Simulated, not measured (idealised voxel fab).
Process module in this document: voxel ribs on slabs
Section shown: cut. Width: 225 nm. Cell size: 5 nm, square.
Format of a cross-section: grid, square cells. Given as bands. Order: top down. Band: one or more rows of cells. Read a band's entry like this: the first values are the height of its top and the height of its bottom in nm, and what follows is the sequence of materials from left to right, each with its width in nm. Note that "blank" is empty space, and that a single material marked "everywhere" reaches across the band from edge to edge. The reference from which all heights are counted is 0, the level beneath which the as-received wafer is entirely one material; the lowest band, having no lower bound, proceeds downward and is written after the example "0 -> down". Read "30 to 40" as a graded width: first number on top, second number at the bottom, same change between each pair of neighbouring rows. Given "remains unaltered" for a step, no cell of the cross-section differs between before and after that step. Each empty space that has no open way to the top and spans at least 8 cells appears under "Closed-off voids" as width x height at distance, the distance counted from the left edge, all in nm. If you see something after the settings on a step's line, that's the simulator's own remark about that step. overlay nm: where the mask lay relative to plan, measured to the right, on steps with a mask; negatives go left.

Process steps (planned)
1. RECEIVE with material Si
2. DIRECTIONAL_DEP with material SiO2, thk nm 30
3. DIRECTIONAL_DEP with material SiN, thk nm 25
4. PATTERN with tone cover, mask id RIB, material resist, width nm 20, thk nm 20, overlay nm 0
5. DIRECTIONAL_ETCH with etch materials SiN, depth nm 10
6. STRIP with etch materials resist
7. MASKED_ETCH with tone cover, mask id SLAB, width nm 80, etch materials SiN, depth nm 15, overlay nm 0
8. FILL_DEP with material SiO2, thk nm 25
9. CMP with height nm 70
10. DIRECTIONAL_DEP with material TiN, thk nm 10
11. PATTERN with tone cover, mask id HEATER, material resist, width nm 30, thk nm 15, overlay nm 0
12. DIRECTIONAL_ETCH with etch materials TiN, depth nm 10
13. STRIP with etch materials resist
14. CONFORMAL_DEP with material SiO2, thk nm 5

The following pertains to the first of two wafers, which was processed as planned

Step 1 complete: cross-section of the wafer as received
	0 -> down = Si everywhere
	Closed-off voids: none

Cross-section through the wafer, step 2 finished
	30 -> 0 = SiO2 everywhere
	Anything lower than 0 is untouched.

Cross-section through the wafer, step 3 finished
	55 -> 30 = SiN everywhere
	Anything lower than 30 is untouched.

Cross-section through the wafer, step 4 finished
	75 -> 55 = 100 of blank  20 of resist  105 of blank
	Anything lower than 55 is untouched.

Cross-section through the wafer, step 5 finished
	75 -> 55 = 100 of blank  20 of resist  105 of blank
	55 -> 45 = 100 of blank  20 of SiN  105 of blank
	Anything lower than 45 is untouched.

Cross-section through the wafer, step 6 finished
	55 -> 45 = 100 of blank  20 of SiN  105 of blank
	Anything lower than 45 is untouched.

Cross-section through the wafer, step 7 finished
	55 -> 45 = 100 of blank  20 of SiN  105 of blank
	45 -> 30 = 70 of blank  80 of SiN  75 of blank
	Anything lower than 30 is untouched.

Cross-section through the wafer, step 8 finished
	80 -> 55 = SiO2 everywhere
	55 -> 45 = 100 of SiO2  20 of SiN  105 of SiO2
	45 -> 30 = 70 of SiO2  80 of SiN  75 of SiO2
	Anything lower than 30 is untouched.

Cross-section through the wafer, step 9 finished
	70 -> 55 = SiO2 everywhere
	Anything lower than 55 is untouched.

Cross-section through the wafer, step 10 finished
	80 -> 70 = TiN everywhere
	Anything lower than 70 is untouched.

Cross-section through the wafer, step 11 finished
	95 -> 80 = 95 of blank  30 of resist  100 of blank
	Anything lower than 80 is untouched.

Cross-section through the wafer, step 12 finished
	95 -> 80 = 95 of blank  30 of resist  100 of blank
	80 -> 70 = 95 of blank  30 of TiN  100 of blank
	Anything lower than 70 is untouched.

Cross-section through the wafer, step 13 finished
	80 -> 70 = 95 of blank  30 of TiN  100 of blank
	Anything lower than 70 is untouched.

Cross-section through the wafer, step 14 finished
	85 -> 80 = 90 of blank  40 of SiO2  95 of blank
	80 -> 75 = 90 of blank  5 of SiO2  30 of TiN  5 of SiO2  95 of blank
	75 -> 70 = 95 of SiO2  30 of TiN  100 of SiO2
	Anything lower than 70 is untouched.

What follows concerns the second wafer, which started out like the first and was meant to follow the very same plan; one mistake crept in when it was run, but everything up to and including step 2 is the same as for the first wafer

Cross-section of the second wafer corresponding to the planned conclusion of step 3
	55 -> 0 = SiO2 everywhere
	Anything lower than 0 is untouched.

Cross-section of the second wafer corresponding to the planned conclusion of step 4
	75 -> 55 = 100 of blank  20 of resist  105 of blank
	Anything lower than 55 is untouched.

Cross-section of the second wafer corresponding to the planned conclusion of step 5: remains unaltered

Cross-section of the second wafer corresponding to the planned conclusion of step 6
	55 -> 0 = SiO2 everywhere
	Anything lower than 0 is untouched.

Cross-section of the second wafer corresponding to the planned conclusion of step 7: remains unaltered

Cross-section of the second wafer corresponding to the planned conclusion of step 8
	80 -> 0 = SiO2 everywhere
	Anything lower than 0 is untouched.

Cross-section of the second wafer corresponding to the planned conclusion of step 9
	70 -> 0 = SiO2 everywhere
	Anything lower than 0 is untouched.

Cross-section of the second wafer corresponding to the planned conclusion of step 10
	80 -> 70 = TiN everywhere
	Anything lower than 70 is untouched.

Cross-section of the second wafer corresponding to the planned conclusion of step 11
	95 -> 80 = 95 of blank  30 of resist  100 of blank
	Anything lower than 80 is untouched.

Cross-section of the second wafer corresponding to the planned conclusion of step 12
	95 -> 80 = 95 of blank  30 of resist  100 of blank
	80 -> 70 = 95 of blank  30 of TiN  100 of blank
	Anything lower than 70 is untouched.

Cross-section of the second wafer corresponding to the planned conclusion of step 13
	80 -> 70 = 95 of blank  30 of TiN  100 of blank
	Anything lower than 70 is untouched.

Cross-section of the second wafer corresponding to the planned conclusion of step 14
	85 -> 80 = 90 of blank  40 of SiO2  95 of blank
	80 -> 75 = 90 of blank  5 of SiO2  30 of TiN  5 of SiO2  95 of blank
	75 -> 70 = 95 of SiO2  30 of TiN  100 of SiO2
	Anything lower than 70 is untouched.
Nonconformance to the process plan: step 3 deviated from plan and actually ran as DIRECTIONAL_DEP with material SiO2, thk nm 25
End of process, cell counts, second wafer against first, materials with more or fewer: SiN -56, SiO2 +56
